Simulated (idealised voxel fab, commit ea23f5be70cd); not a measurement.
voxel released beams: a process module
200 nm wide, 5 nm square cells: that's cross-section cut.
Cross-section layout: square cells on a grid; listed as bands, top to bottom; a band spans one or more cell rows.
Basically the band line says how high the top is and how high the bottom is, in nm, and then what's in it from left to right, every material with its width in nm. Empty space shows up as "empty", and if a single material carries "throughout" it runs the full band edge to edge.
All heights in this document are referenced to 0, defined as the level beneath which the wafer, as received, consists entirely of one material. The lowest band is not bounded below; it extends indefinitely downward and is written in the form "0 -> down".
Width "30..40": first value at the band's top row of cells, second value at its bottom row, equal change from row to row.
"everything unchanged" for a step: no cell of the cross-section changed in that step.
In "closed voids" the enclosed voids are listed, meaning empty spaces of 8 cells or larger without any opening to the top. The form is width x height at distance, distance from the left edge, units nm.
Step line, after settings: the simulator's comment on this step.
When a step includes a mask, the "overlay nm" setting on its line states how far to the right of its planned place that mask lay, and negative values state how far to the left.
[The planned process steps are enumerated hereunder]
1) RECEIVE: material Si
2) CONFORMAL_DEP: material SiN, thk nm 10
3) DIRECTIONAL_DEP: material SiO2, thk nm 20
4) MASKED_ETCH: tone open, mask id ANCHOR, width nm 30, etch materials SiO2, depth nm 20, overlay nm 0
5) CONFORMAL_DEP: material TiN, thk nm 10
6) DIRECTIONAL_DEP: material aC, thk nm 15
7) PATTERN: tone cover, mask id BEAM, material resist, width nm 100, thk nm 30, overlay nm 0
8) DIRECTIONAL_ETCH: etch materials aC, depth nm 15
9) STRIP: etch materials resist
10) DIRECTIONAL_ETCH: etch materials TiN, depth nm 10
11) STRIP: etch materials aC
12) STRIP: etch materials SiO2
[Incoming wafer, cross-sectional view, post step 1]
  0 -> down  Si throughout
  closed voids: none
[The module was run from the start shown above using the plan shown above, but one mistake was made doing it; the resulting wafer cross-section is below]
  0 -> down  Si throughout
  closed voids: none
What was the processing mistake? contrary to plan, step 2 was performed as CONFORMAL_DEP: material SiO2, thk nm 10
